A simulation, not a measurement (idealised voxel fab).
process module | voxel self aligned contacts
cross-section cut | 210 nm wide | cells 5 nm
A cross-section is a grid of square cells, given in bands from the top down. A band is one or more rows of cells.
Each band's line starts with the height of the band's top and of its bottom, in nm. Then come its materials from left to right, each with its width in nm. One material with "throughout" fills the band from edge to edge. "air" is empty space.
Height 0 is the level under which the wafer as received is all one material. The lowest band goes on downwards, as in "0 down".
A width such as "30 to 40" changes by the same amount from each row of cells to the next, from the band's top row to its bottom row.
"no change" after a step means that no cell of the cross-section changed.
closed voids: empty space of 8 cells or more with no open way to the top, each as width x height at its distance from the left edge, in nm
after a step's settings: what the simulator itself notes on the step
overlay nm, on a step with a mask: how far to the right of its planned place the mask lay; to the left if negative
plan
1 op RECEIVE | material Si
2 op OXIDIZE | depth nm 5
3 op DIRECTIONAL_DEP | material polySi | thk nm 20
4 op DIRECTIONAL_DEP | material SiN | thk nm 15
5 op MASKED_ETCH | tone cover | mask id GATE | width nm 35 | pitch nm 65 | etch materials SiN | depth nm 15 | overlay nm 0
6 op MASKED_ETCH | tone cover | mask id GATE | width nm 35 | pitch nm 65 | etch materials polySi | depth nm 20 | overlay nm 0
7 op CONFORMAL_DEP | material SiN | thk nm 5
8 op DIRECTIONAL_ETCH | etch materials SiN | depth nm 5
9 op FILL_DEP | material SiO2 | thk nm 10
10 op CMP | height nm 40
11 op MASKED_ETCH | tone open | mask id CONTACT | width nm 50 | etch materials SiO2 | depth nm 45 | overlay nm 0
12 op CONFORMAL_DEP | material TiN | thk nm 5
13 op FILL_DEP | material W | thk nm 10
14 op CMP | height nm 40
15 op CONFORMAL_DEP | material SiN | thk nm 5
first wafer, as planned
as received, after step 1
  0 down: Si throughout
  closed voids: none
after step 2
  0 to -5: SiO2 throughout
  below -5: unchanged
after step 3
  20 to 0: polySi throughout
  below 0: unchanged
after step 4
  35 to 20: SiN throughout
  below 20: unchanged
after step 5
  35 to 20: air 55 | SiN 35 | air 30 | SiN 35 | air 55
  below 20: unchanged
after step 6
  35 to 20: air 55 | SiN 35 | air 30 | SiN 35 | air 55
  20 to 0: air 55 | polySi 35 | air 30 | polySi 35 | air 55
  below 0: unchanged
after step 7
  40 to 20: air 50 | SiN 45 | air 20 | SiN 45 | air 50
  20 to 5: air 50 | SiN 5 | polySi 35 | SiN 5 | air 20 | SiN 5 | polySi 35 | SiN 5 | air 50
  5 to 0: SiN 55 | polySi 35 | SiN 30 | polySi 35 | SiN 55
  below 0: unchanged
after step 8
  35 to 20: air 50 | SiN 45 | air 20 | SiN 45 | air 50
  20 to 0: air 50 | SiN 5 | polySi 35 | SiN 5 | air 20 | SiN 5 | polySi 35 | SiN 5 | air 50
  below 0: unchanged
after step 9
  45 to 35: SiO2 throughout
  35 to 20: SiO2 50 | SiN 45 | SiO2 20 | SiN 45 | SiO2 50
  20 to 0: SiO2 50 | SiN 5 | polySi 35 | SiN 5 | SiO2 20 | SiN 5 | polySi 35 | SiN 5 | SiO2 50
  below 0: unchanged
after step 10
  40 to 35: SiO2 throughout
  below 35: unchanged
after step 11
  40 to 35: SiO2 80 | air 50 | SiO2 80
  35 to 20: SiO2 50 | SiN 45 | air 20 | SiN 45 | SiO2 50
  20 to 0: SiO2 50 | SiN 5 | polySi 35 | SiN 5 | air 20 | SiN 5 | polySi 35 | SiN 5 | SiO2 50
  0 to -5: SiO2 95 | air 20 | SiO2 95
  below -5: unchanged
after step 12
  45 to 40: TiN 85 | air 40 | TiN 85
  40 to 35: SiO2 80 | TiN 20 | air 10 | TiN 20 | SiO2 80
  35 to 20: SiO2 50 | SiN 45 | TiN 5 | air 10 | TiN 5 | SiN 45 | SiO2 50
  20 to 0: SiO2 50 | SiN 5 | polySi 35 | SiN 5 | TiN 5 | air 10 | TiN 5 | SiN 5 | polySi 35 | SiN 5 | SiO2 50
  0 to -5: SiO2 95 | TiN 20 | SiO2 95
  below -5: unchanged
after step 13
  55 to 45: W throughout
  45 to 40: TiN 85 | W 40 | TiN 85
  40 to 35: SiO2 80 | TiN 20 | W 10 | TiN 20 | SiO2 80
  35 to 20: SiO2 50 | SiN 45 | TiN 5 | W 10 | TiN 5 | SiN 45 | SiO2 50
  20 to 0: SiO2 50 | SiN 5 | polySi 35 | SiN 5 | TiN 5 | W 10 | TiN 5 | SiN 5 | polySi 35 | SiN 5 | SiO2 50
  below 0: unchanged
after step 14
  40 to 35: SiO2 80 | TiN 20 | W 10 | TiN 20 | SiO2 80
  below 35: unchanged
after step 15
  45 to 40: SiN throughout
  below 40: unchanged
second wafer: like start, like plan, one mistake. Through step 10 it matches the first wafer
when step 11 should have ended
  40 to 35: SiO2 85 | air 45 | SiO2 80
  35 to 20: SiO2 50 | SiN 45 | air 20 | SiN 45 | SiO2 50
  20 to 0: SiO2 50 | SiN 5 | polySi 35 | SiN 5 | air 20 | SiN 5 | polySi 35 | SiN 5 | SiO2 50
  0 to -5: SiO2 95 | air 20 | SiO2 95
  below -5: unchanged
when step 12 should have ended
  45 to 40: TiN 90 | air 35 | TiN 85
  40 to 35: SiO2 85 | TiN 15 | air 10 | TiN 20 | SiO2 80
  35 to 20: SiO2 50 | SiN 45 | TiN 5 | air 10 | TiN 5 | SiN 45 | SiO2 50
  20 to 0: SiO2 50 | SiN 5 | polySi 35 | SiN 5 | TiN 5 | air 10 | TiN 5 | SiN 5 | polySi 35 | SiN 5 | SiO2 50
  0 to -5: SiO2 95 | TiN 20 | SiO2 95
  below -5: unchanged
when step 13 should have ended
  55 to 45: W throughout
  45 to 40: TiN 90 | W 35 | TiN 85
  40 to 35: SiO2 85 | TiN 15 | W 10 | TiN 20 | SiO2 80
  35 to 20: SiO2 50 | SiN 45 | TiN 5 | W 10 | TiN 5 | SiN 45 | SiO2 50
  20 to 0: SiO2 50 | SiN 5 | polySi 35 | SiN 5 | TiN 5 | W 10 | TiN 5 | SiN 5 | polySi 35 | SiN 5 | SiO2 50
  below 0: unchanged
when step 14 should have ended
  40 to 35: SiO2 85 | TiN 15 | W 10 | TiN 20 | SiO2 80
  below 35: unchanged
when step 15 should have ended
  45 to 40: SiN throughout
  below 40: unchanged
what went wrong: step 11 ran as: op MASKED_ETCH | tone open | mask id CONTACT | width nm 45 | etch materials SiO2 | depth nm 45 | overlay nm 0
at the end the second wafer has, in cells: 1 more of SiO2 | 1 fewer of TiN
